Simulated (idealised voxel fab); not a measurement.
The process module presented herein is designated voxel capacitor over wiring.
Cross-sectional view cut (width: 145 nm; square cell size: 5 nm).
We lay out every cross-section as a grid of square cells and spell it out in bands from the top down, where one band means one or more rows of cells. Top, bottom (nm), then materials left to right with widths (nm); lone material tagged "everywhere" fills the whole band edge to edge; "air" = empty space. Height datum 0, below which the as-received substrate wafer is one material. Lowest band open at the bottom, running downward: "top 0, no bottom". The two numbers in a width such as "30->40" mark its ends across the band: the first belongs to the top row of cells, the second to the bottom row, and from each row to the next the width moves by the same amount. Given "everything unchanged" for a step, no cell of the cross-section differs between before and after that step. Any empty space of 8 cells or more lacking an open way to the top shows up in "Non-vented voids" as width x height at distance, distance from the left edge, in nm. after a step's settings: what the simulator itself notes on the step. Each step line may optionally specify "overlay nm", which for a step with a mask gives the rightward distance between the mask's planned place and where it lay, a negative value indicating the leftward direction.

Set out below are the planned steps of the process
1: RECEIVE with material Si
2: CONFORMAL_DEP with material SiO2, thk nm 15
3: CONFORMAL_DEP with material SiCN, thk nm 5
4: DIRECTIONAL_DEP with material lowk, thk nm 15
5: PATTERN with tone open, mask id METAL_1, material resist, width nm 25, pitch nm 90, thk nm 15, overlay nm 0
6: DIRECTIONAL_ETCH with etch materials lowk, depth nm 15
7: DIRECTIONAL_ETCH with etch materials SiCN, depth nm 5
8: STRIP with etch materials resist
9: CONFORMAL_DEP with material TiN, thk nm 5
10: FILL_DEP with material Ru, thk nm 5
11: CMP with height nm 35
12: EPI with material Ru, thk nm 5
13: FILL_DEP with material SiCN, thk nm 5
14: DIRECTIONAL_DEP with material lowk, thk nm 10
15: MASKED_ETCH with tone open, mask id PLUG_1, width nm 15, etch materials lowk, depth nm 10, overlay nm 0
16: MASKED_ETCH with tone open, mask id PLUG_1, width nm 15, etch materials SiCN, depth nm 5, overlay nm 0
17: CONFORMAL_DEP with material TiN, thk nm 5
18: FILL_DEP with material Ru, thk nm 5
19: CMP with height nm 55
20: DIRECTIONAL_DEP with material TiN, thk nm 10
21: DIRECTIONAL_DEP with material SiN, thk nm 5
22: DIRECTIONAL_DEP with material TiN, thk nm 5
23: PATTERN with tone cover, mask id UPPER_PLATE, material resist, width nm 70, thk nm 20, overlay nm 0
24: DIRECTIONAL_ETCH with etch materials TiN, depth nm 5
25: DIRECTIONAL_ETCH with etch materials SiN, depth nm 5
26: STRIP with etch materials resist
27: MASKED_ETCH with tone cover, mask id LOWER_PLATE, width nm 80, etch materials TiN, depth nm 10, overlay nm 0
28: FILL_DEP with material SiO2, thk nm 15
29: CMP with height nm 85
30: PATTERN with tone open, mask id PLUG_2, material resist, width nm 15, thk nm 20, overlay nm 0
31: DIRECTIONAL_ETCH with etch materials SiO2, depth nm 10
32: STRIP with etch materials resist
33: CONFORMAL_DEP with material TiN, thk nm 5
34: FILL_DEP with material Ru, thk nm 10
35: CMP with height nm 85
36: CONFORMAL_DEP with material SiCN, thk nm 5

Cross-section of the wafer as it came to us, i.e., already through step 1
top 0, no bottom | Si everywhere
Non-vented voids: none

Cross-section: first of two wafers, module finished, run according to plan
top 90, bottom 85 | SiCN everywhere
top 85, bottom 80 | 35 SiO2; 5 TiN; 5 Ru; 5 TiN; 95 SiO2
top 80, bottom 70 | 35->25 SiO2; 15->70 TiN; 95->50 SiO2
top 70, bottom 65 | 25 SiO2; 70 SiN; 50 SiO2
top 65, bottom 55 | 20 SiO2; 80 TiN; 45 SiO2
top 55, bottom 45 | 25 lowk; 5 TiN; 5 Ru; 5 TiN; 105 lowk
top 45, bottom 40 | 25 SiCN; 15 TiN; 105 SiCN
top 40, bottom 35 | 10 SiCN; 35 Ru; 55 SiCN; 35 Ru; 10 SiCN
top 35, bottom 20 | 15 lowk; 5 TiN; 15 Ru; 5 TiN; 65 lowk; 5 TiN; 15 Ru; 5 TiN; 15 lowk
top 20, bottom 15 | 15 SiCN; 25 TiN; 65 SiCN; 25 TiN; 15 SiCN
top 15, bottom 0 | SiO2 everywhere
top 0, no bottom | Si everywhere
Non-vented voids: none

Presented here is a cross-section of the second of the two wafers as it stood at the end of the module. It was started in the same manner and assigned the same plan as the first wafer; however, one mistake was made in its execution
top 90, bottom 85 | SiCN everywhere
top 85, bottom 80 | 35 SiO2; 5 TiN; 5 Ru; 5 TiN; 95 SiO2
top 80, bottom 75 | 35 SiO2; 15 TiN; 95 SiO2
top 75, bottom 70 | SiO2 everywhere
top 70, bottom 65 | 25 SiO2; 70 TiN; 50 SiO2
top 65, bottom 55 | 20 SiO2; 80 TiN; 45 SiO2
top 55, bottom 45 | 25 lowk; 5 TiN; 5 Ru; 5 TiN; 105 lowk
top 45, bottom 40 | 25 SiCN; 15 TiN; 105 SiCN
top 40, bottom 35 | 10 SiCN; 35 Ru; 55 SiCN; 35 Ru; 10 SiCN
top 35, bottom 20 | 15 lowk; 5 TiN; 15 Ru; 5 TiN; 65 lowk; 5 TiN; 15 Ru; 5 TiN; 15 lowk
top 20, bottom 15 | 15 SiCN; 25 TiN; 65 SiCN; 25 TiN; 15 SiCN
top 15, bottom 0 | SiO2 everywhere
top 0, no bottom | Si everywhere
Non-vented voids: none
Diagnosis: step 21 of the plan was excluded from execution and never run
Upon completion, the second wafer contains, in terms of cells, a greater or smaller amount of certain materials than the first wafer: 14 fewer of SiN, 14 more of SiO2
